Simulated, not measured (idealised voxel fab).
Presented below is a process module, voxel quadruple lines.
The figure presents cross-section cut, which has a width of 245 nm and is divided into square cells with an edge length of 5 nm.
Cross-section spec: square-cell grid; bands listed top down; each band is one or more rows. Read a band's entry like this: the first values are the height of its top and the height of its bottom in nm, and what follows is the sequence of materials from left to right, each with its width in nm. Note that "empty" is empty space, and that a single material marked "full width" reaches across the band from edge to edge. Heads up on the height convention: 0 is the point under which the incoming wafer is all one material, and the lowest band has no bottom, it just keeps going down, like "z 0 and below". A width such as "30 to 40" changes by the same amount from each row of cells to the next, from the band's top row to its bottom row. For the purposes of this document, the phrase "no change" attached to a step denotes that no cell within the cross-section was modified by that step. Under "Closed void listing" you'll find the enclosed gaps, the ones with no way out to the top, that are 8 cells or bigger; each reads width x height at distance, with distance counted from the left edge, everything in nm. Step line, after settings: the simulator's comment on this step. Each step line may optionally specify "overlay nm", which for a step with a mask gives the rightward distance between the mask's planned place and where it lay, a negative value indicating the leftward direction.
The process steps that were planned are listed below:
- 1: RECEIVE [material Si]
- 2: CONFORMAL_DEP [material Al2O3] [thk nm 5]
- 3: DIRECTIONAL_DEP [material TiN] [thk nm 10]
- 4: DIRECTIONAL_DEP [material polySi] [thk nm 20]
- 5: DIRECTIONAL_DEP [material aC] [thk nm 20]
- 6: PATTERN [tone cover] [mask id MANDREL] [material resist] [width nm 20] [pitch nm 60] [thk nm 25] [overlay nm 0]
- 7: DIRECTIONAL_ETCH [etch materials aC] [depth nm 20]
- 8: STRIP [etch materials resist]
- 9: CONFORMAL_DEP [material SiO2] [thk nm 10]
- 10: DIRECTIONAL_ETCH [etch materials SiO2] [depth nm 10]
- 11: STRIP [etch materials aC]
- 12: DIRECTIONAL_ETCH [etch materials polySi] [depth nm 20]
- 13: STRIP [etch materials SiO2]
- 14: CONFORMAL_DEP [material SiCN] [thk nm 5]
- 15: DIRECTIONAL_ETCH [etch materials SiCN] [depth nm 5]
- 16: STRIP [etch materials polySi]
- 17: DIRECTIONAL_ETCH [etch materials TiN] [depth nm 10]
- 18: STRIP [etch materials SiCN]
- 19: FILL_DEP [material SiO2] [thk nm 5]
- 20: CMP [height nm 15]
Incoming wafer, cross-sectional view, post step 1:
	z 0 and below | Si full width
	Closed void listing: none
End-of-module cross-section. Starting structure and process plan as above; one mistake made in running it:
	z 15 to 5 | polySi full width
	z 5 to 0 | Al2O3 full width
	z 0 and below | Si full width
	Closed void listing: none
So what did we get wrong on this run? steps 3 and 4 of the plan were run in the wrong order, each in the other's place
